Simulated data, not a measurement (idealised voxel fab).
The document below concerns the process module designated voxel ribs on slabs.
Cross-section cut: width 185 nm, square cells of 5 nm.
Cross-section = grid of square cells, listed top down in bands; band = one or more rows.
Per band: top height and bottom height in nm, followed by the left-to-right materials and their widths in nm; "all across" marks a single material spanning edge to edge, "empty" marks empty space.
Basically, 0 is our baseline, since under it the wafer straight out of the box is all one material. The bottom band has no lower end and keeps on going down, so it looks like "z 0 and below".
So if you see something like "30 to 40" for the width, read it as the top row of the band sitting at the first number and the bottom row at the second, with every row in between moving by the same amount as the last.
"remains unaltered" -> step changed no cross-section cell.
This entry, "Closed cavities", enumerates those empty regions of no fewer than 8 cells that possess no open connection to the top. Each region is reported in the form width x height at distance, the distance being taken from the left edge, with all three quantities expressed in nm.
Past the settings on a step's line: simulator remark, on that step.
overlay nm: right-of-plan distance of the mask on a masked step; negative values mean left-of-plan.

[Process steps - plan]
| 1 | RECEIVE | material Si |
| 2 | DIRECTIONAL_DEP | material SiO2 | thk nm 25 |
| 3 | DIRECTIONAL_DEP | material SiN | thk nm 20 |
| 4 | MASKED_ETCH | tone cover | mask id RIB | width nm 25 | etch materials SiN | depth nm 10 | overlay nm 0 |
| 5 | MASKED_ETCH | tone cover | mask id SLAB | width nm 75 | etch materials SiN | depth nm 10 | overlay nm 0 |
| 6 | FILL_DEP | material SiO2 | thk nm 25 |
| 7 | CMP | height nm 60 |
| 8 | DIRECTIONAL_DEP | material TiN | thk nm 10 |
| 9 | MASKED_ETCH | tone cover | mask id HEATER | width nm 35 | etch materials TiN | depth nm 10 | overlay nm 0 |
| 10 | CONFORMAL_DEP | material SiO2 | thk nm 5 |

[First wafer of two (run as planned)]

[As-received wafer cross-section (after step 1)]
z 0 and below | Si all across
Closed cavities: none

[Cross-sectional representation of the wafer at the conclusion of step 2]
z 25 to 0 | SiO2 all across
For the remainder of the cross-section, below 0, there is no change.

[Cross-sectional representation of the wafer at the conclusion of step 3]
z 45 to 25 | SiN all across
For the remainder of the cross-section, below 25, there is no change.

[Cross-sectional representation of the wafer at the conclusion of step 4]
z 45 to 35 | empty (80)  SiN (25)  empty (80)
For the remainder of the cross-section, below 35, there is no change.

[Cross-sectional representation of the wafer at the conclusion of step 5]
z 45 to 35 | empty (80)  SiN (25)  empty (80)
z 35 to 25 | empty (55)  SiN (75)  empty (55)
For the remainder of the cross-section, below 25, there is no change.

[Cross-sectional representation of the wafer at the conclusion of step 6]
z 70 to 45 | SiO2 all across
z 45 to 35 | SiO2 (80)  SiN (25)  SiO2 (80)
z 35 to 25 | SiO2 (55)  SiN (75)  SiO2 (55)
For the remainder of the cross-section, below 25, there is no change.

[Cross-sectional representation of the wafer at the conclusion of step 7]
z 60 to 45 | SiO2 all across
For the remainder of the cross-section, below 45, there is no change.

[Cross-sectional representation of the wafer at the conclusion of step 8]
z 70 to 60 | TiN all across
For the remainder of the cross-section, below 60, there is no change.

[Cross-sectional representation of the wafer at the conclusion of step 9]
z 70 to 60 | empty (75)  TiN (35)  empty (75)
For the remainder of the cross-section, below 60, there is no change.

[Cross-sectional representation of the wafer at the conclusion of step 10]
z 75 to 70 | empty (70)  SiO2 (45)  empty (70)
z 70 to 65 | empty (70)  SiO2 (5)  TiN (35)  SiO2 (5)  empty (70)
z 65 to 60 | SiO2 (75)  TiN (35)  SiO2 (75)
For the remainder of the cross-section, below 60, there is no change.

[Second of two: same start, same plan, one run error; steps up to and including 9 match the first]

[when step 10 should have ended]
z 75 to 65 | empty (70)  TiN (45)  empty (70)
z 65 to 60 | TiN all across
For the remainder of the cross-section, below 60, there is no change.
Which mistake was made when the wafer was run? so step 10 ended up running with a different setting than we planned, it ran as CONFORMAL_DEP | material TiN | thk nm 5
Heads up, by the end the second wafer has more or fewer cells of some materials compared to the first: -41 SiO2 | +41 TiN
